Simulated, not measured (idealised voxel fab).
Module name: voxel self aligned vias (process module)
The cross-section on display is named cut; it measures 255 nm wide, and its cells are 5 nm squares.
Format of a cross-section: grid, square cells. Given as bands. Order: top down. Band: one or more rows of cells. Top height, bottom height, nm. Materials left to right, width each, nm. Single material + "all across" = fills band edge to edge. "empty" = empty. Heights are expressed relative to 0, this being the level below which the as-received wafer comprises one material exclusively. The lowest band is unbounded in the downward direction and is denoted as in "0 -> down". The expression "30..40" gives the width at the extremes of the band, the first number at its top row of cells and the second at its bottom row, with the width changing by equal amounts from each row to the next in between. Where a step carries "nothing changed", the cross-section came out of it unchanged, cell for cell. The entry titled "Cavities, sealed" provides the empty spaces that have no open way to the top, restricted to those of 8 cells or more. Each is presented as width x height at distance, the distance being measured from the left edge, with all three in nm. Anything after a step's settings on that line? It's the simulator's own note about the step. The setting "overlay nm" may be written on the line of a step. When the step uses a mask, the value reports how far to the right of the planned place the mask lay, and a negative value reports that it lay to the left.

Set out below are the planned steps of the process:
1,RECEIVE | material Si
2,CONFORMAL_DEP | material SiO2 | thk nm 15
3,CONFORMAL_DEP | material SiCN | thk nm 5
4,DIRECTIONAL_DEP | material SiO2 | thk nm 30
5,MASKED_ETCH | tone open | mask id LINES | width nm 25 | pitch nm 65 | etch materials SiO2 | depth nm 30 | overlay nm 0
6,CONFORMAL_DEP | material TiN | thk nm 5
7,FILL_DEP | material W | thk nm 5
8,CMP | height nm 50
9,SELECTIVE_ETCH | etch materials W Ru TiN | depth nm 5
10,FILL_DEP | material SiN | thk nm 10
11,CMP | height nm 50
12,DIRECTIONAL_DEP | material SiO2 | thk nm 20
13,MASKED_ETCH | tone open | mask id VIAS | width nm 45 | pitch nm 65 | etch materials SiO2 | depth nm 20 | overlay nm 0
14,MASKED_ETCH | tone open | mask id VIAS | width nm 45 | pitch nm 65 | etch materials SiN | depth nm 5 | overlay nm 0
15,CONFORMAL_DEP | material TiN | thk nm 5
16,FILL_DEP | material Cu | thk nm 5
17,CMP | height nm 70
18,CONFORMAL_DEP | material SiCN | thk nm 5

Run as planned: first of two wafers:

Cross-section: wafer on arrival = after step 1:
* 0 -> down: Si all across
* Cavities, sealed: none

Cross-section of the wafer subsequent to step 2:
* 15 -> 0: SiO2 all across
* Below 0 it's all the same as before, nothing changed down there.

Cross-section of the wafer subsequent to step 3:
* 20 -> 15: SiCN all across
* Below 15 it's all the same as before, nothing changed down there.

Cross-section of the wafer subsequent to step 4:
* 50 -> 20: SiO2 all across
* Below 20 it's all the same as before, nothing changed down there.

Cross-section of the wafer subsequent to step 5:
* 50 -> 20: SiO2 50 nm  empty 25 nm  SiO2 40 nm  empty 25 nm  SiO2 40 nm  empty 25 nm  SiO2 50 nm
* Below 20 it's all the same as before, nothing changed down there.

Cross-section of the wafer subsequent to step 6:
* 55 -> 50: TiN 55 nm  empty 15 nm  TiN 50 nm  empty 15 nm  TiN 50 nm  empty 15 nm  TiN 55 nm
* 50 -> 25: SiO2 50 nm  TiN 5 nm  empty 15 nm  TiN 5 nm  SiO2 40 nm  TiN 5 nm  empty 15 nm  TiN 5 nm  SiO2 40 nm  TiN 5 nm  empty 15 nm  TiN 5 nm  SiO2 50 nm
* 25 -> 20: SiO2 50 nm  TiN 25 nm  SiO2 40 nm  TiN 25 nm  SiO2 40 nm  TiN 25 nm  SiO2 50 nm
* Below 20 it's all the same as before, nothing changed down there.

Cross-section of the wafer subsequent to step 7:
* 60 -> 55: W all across
* 55 -> 50: TiN 55 nm  W 15 nm  TiN 50 nm  W 15 nm  TiN 50 nm  W 15 nm  TiN 55 nm
* 50 -> 25: SiO2 50 nm  TiN 5 nm  W 15 nm  TiN 5 nm  SiO2 40 nm  TiN 5 nm  W 15 nm  TiN 5 nm  SiO2 40 nm  TiN 5 nm  W 15 nm  TiN 5 nm  SiO2 50 nm
* Below 25 it's all the same as before, nothing changed down there.

Cross-section of the wafer subsequent to step 8:
* 50 -> 25: SiO2 50 nm  TiN 5 nm  W 15 nm  TiN 5 nm  SiO2 40 nm  TiN 5 nm  W 15 nm  TiN 5 nm  SiO2 40 nm  TiN 5 nm  W 15 nm  TiN 5 nm  SiO2 50 nm
* Below 25 it's all the same as before, nothing changed down there.

Cross-section of the wafer subsequent to step 9:
* 50 -> 45: SiO2 50 nm  empty 25 nm  SiO2 40 nm  empty 25 nm  SiO2 40 nm  empty 25 nm  SiO2 50 nm
* Below 45 it's all the same as before, nothing changed down there.

Cross-section of the wafer subsequent to step 10:
* 60 -> 50: SiN all across
* 50 -> 45: SiO2 50 nm  SiN 25 nm  SiO2 40 nm  SiN 25 nm  SiO2 40 nm  SiN 25 nm  SiO2 50 nm
* Below 45 it's all the same as before, nothing changed down there.

Cross-section of the wafer subsequent to step 11:
* 50 -> 45: SiO2 50 nm  SiN 25 nm  SiO2 40 nm  SiN 25 nm  SiO2 40 nm  SiN 25 nm  SiO2 50 nm
* Below 45 it's all the same as before, nothing changed down there.

Cross-section of the wafer subsequent to step 12:
* 70 -> 50: SiO2 all across
* Below 50 it's all the same as before, nothing changed down there.

Cross-section of the wafer subsequent to step 13:
* 70 -> 50: SiO2 40 nm  empty 45 nm  SiO2 20 nm  empty 45 nm  SiO2 20 nm  empty 45 nm  SiO2 40 nm
* Below 50 it's all the same as before, nothing changed down there.

Cross-section of the wafer subsequent to step 14:
* 70 -> 50: SiO2 40 nm  empty 45 nm  SiO2 20 nm  empty 45 nm  SiO2 20 nm  empty 45 nm  SiO2 40 nm
* 50 -> 45: SiO2 50 nm  empty 25 nm  SiO2 40 nm  empty 25 nm  SiO2 40 nm  empty 25 nm  SiO2 50 nm
* Below 45 it's all the same as before, nothing changed down there.

Cross-section of the wafer subsequent to step 15:
* 75 -> 70: TiN 45 nm  empty 35 nm  TiN 30 nm  empty 35 nm  TiN 30 nm  empty 35 nm  TiN 45 nm
* 70 -> 55: SiO2 40 nm  TiN 5 nm  empty 35 nm  TiN 5 nm  SiO2 20 nm  TiN 5 nm  empty 35 nm  TiN 5 nm  SiO2 20 nm  TiN 5 nm  empty 35 nm  TiN 5 nm  SiO2 40 nm
* 55 -> 50: SiO2 40 nm  TiN 15 nm  empty 15 nm  TiN 15 nm  SiO2 20 nm  TiN 15 nm  empty 15 nm  TiN 15 nm  SiO2 20 nm  TiN 15 nm  empty 15 nm  TiN 15 nm  SiO2 40 nm
* 50 -> 45: SiO2 50 nm  TiN 25 nm  SiO2 40 nm  TiN 25 nm  SiO2 40 nm  TiN 25 nm  SiO2 50 nm
* Below 45 it's all the same as before, nothing changed down there.

Cross-section of the wafer subsequent to step 16:
* 80 -> 75: Cu all across
* 75 -> 70: TiN 45 nm  Cu 35 nm  TiN 30 nm  Cu 35 nm  TiN 30 nm  Cu 35 nm  TiN 45 nm
* 70 -> 55: SiO2 40 nm  TiN 5 nm  Cu 35 nm  TiN 5 nm  SiO2 20 nm  TiN 5 nm  Cu 35 nm  TiN 5 nm  SiO2 20 nm  TiN 5 nm  Cu 35 nm  TiN 5 nm  SiO2 40 nm
* 55 -> 50: SiO2 40 nm  TiN 15 nm  Cu 15 nm  TiN 15 nm  SiO2 20 nm  TiN 15 nm  Cu 15 nm  TiN 15 nm  SiO2 20 nm  TiN 15 nm  Cu 15 nm  TiN 15 nm  SiO2 40 nm
* Below 50 it's all the same as before, nothing changed down there.

Cross-section of the wafer subsequent to step 17:
* 70 -> 55: SiO2 40 nm  TiN 5 nm  Cu 35 nm  TiN 5 nm  SiO2 20 nm  TiN 5 nm  Cu 35 nm  TiN 5 nm  SiO2 20 nm  TiN 5 nm  Cu 35 nm  TiN 5 nm  SiO2 40 nm
* Below 55 it's all the same as before, nothing changed down there.

Cross-section of the wafer subsequent to step 18:
* 75 -> 70: SiCN all across
* Below 70 it's all the same as before, nothing changed down there.

second wafer: like start, like plan, one mistake. Through step 10 it matches the first wafer:

Second wafer, sectioned view, at step 11's planned end time:
* 40 -> 25: SiO2 50 nm  TiN 5 nm  W 15 nm  TiN 5 nm  SiO2 40 nm  TiN 5 nm  W 15 nm  TiN 5 nm  SiO2 40 nm  TiN 5 nm  W 15 nm  TiN 5 nm  SiO2 50 nm
* Below 25 it's all the same as before, nothing changed down there.

Second wafer, sectioned view, at step 12's planned end time:
* 60 -> 40: SiO2 all across
* Below 40 it's all the same as before, nothing changed down there.

Second wafer, sectioned view, at step 13's planned end time:
* 60 -> 40: SiO2 40 nm  empty 45 nm  SiO2 20 nm  empty 45 nm  SiO2 20 nm  empty 45 nm  SiO2 40 nm
* Below 40 it's all the same as before, nothing changed down there.

Second wafer, sectioned view, at step 14's planned end time: nothing changed

Second wafer, sectioned view, at step 15's planned end time:
* 65 -> 60: TiN 45 nm  empty 35 nm  TiN 30 nm  empty 35 nm  TiN 30 nm  empty 35 nm  TiN 45 nm
* 60 -> 45: SiO2 40 nm  TiN 5 nm  empty 35 nm  TiN 5 nm  SiO2 20 nm  TiN 5 nm  empty 35 nm  TiN 5 nm  SiO2 20 nm  TiN 5 nm  empty 35 nm  TiN 5 nm  SiO2 40 nm
* 45 -> 40: SiO2 40 nm  TiN 45 nm  SiO2 20 nm  TiN 45 nm  SiO2 20 nm  TiN 45 nm  SiO2 40 nm
* Below 40 it's all the same as before, nothing changed down there.

Second wafer, sectioned view, at step 16's planned end time:
* 70 -> 65: Cu all across
* 65 -> 60: TiN 45 nm  Cu 35 nm  TiN 30 nm  Cu 35 nm  TiN 30 nm  Cu 35 nm  TiN 45 nm
* 60 -> 45: SiO2 40 nm  TiN 5 nm  Cu 35 nm  TiN 5 nm  SiO2 20 nm  TiN 5 nm  Cu 35 nm  TiN 5 nm  SiO2 20 nm  TiN 5 nm  Cu 35 nm  TiN 5 nm  SiO2 40 nm
* Below 45 it's all the same as before, nothing changed down there.

Second wafer, sectioned view, at step 17's planned end time: nothing changed

Second wafer, sectioned view, at step 18's planned end time:
* 75 -> 70: SiCN all across
* Below 70 it's all the same as before, nothing changed down there.
What was done differently from what was planned? step 11 went in with a setting other than planned; the actual run was CMP | height nm 40
The second wafer ends with more or fewer cells of some materials than the first, per final count: Cu +63 | SiO2 -72 | TiN +18 | W -9
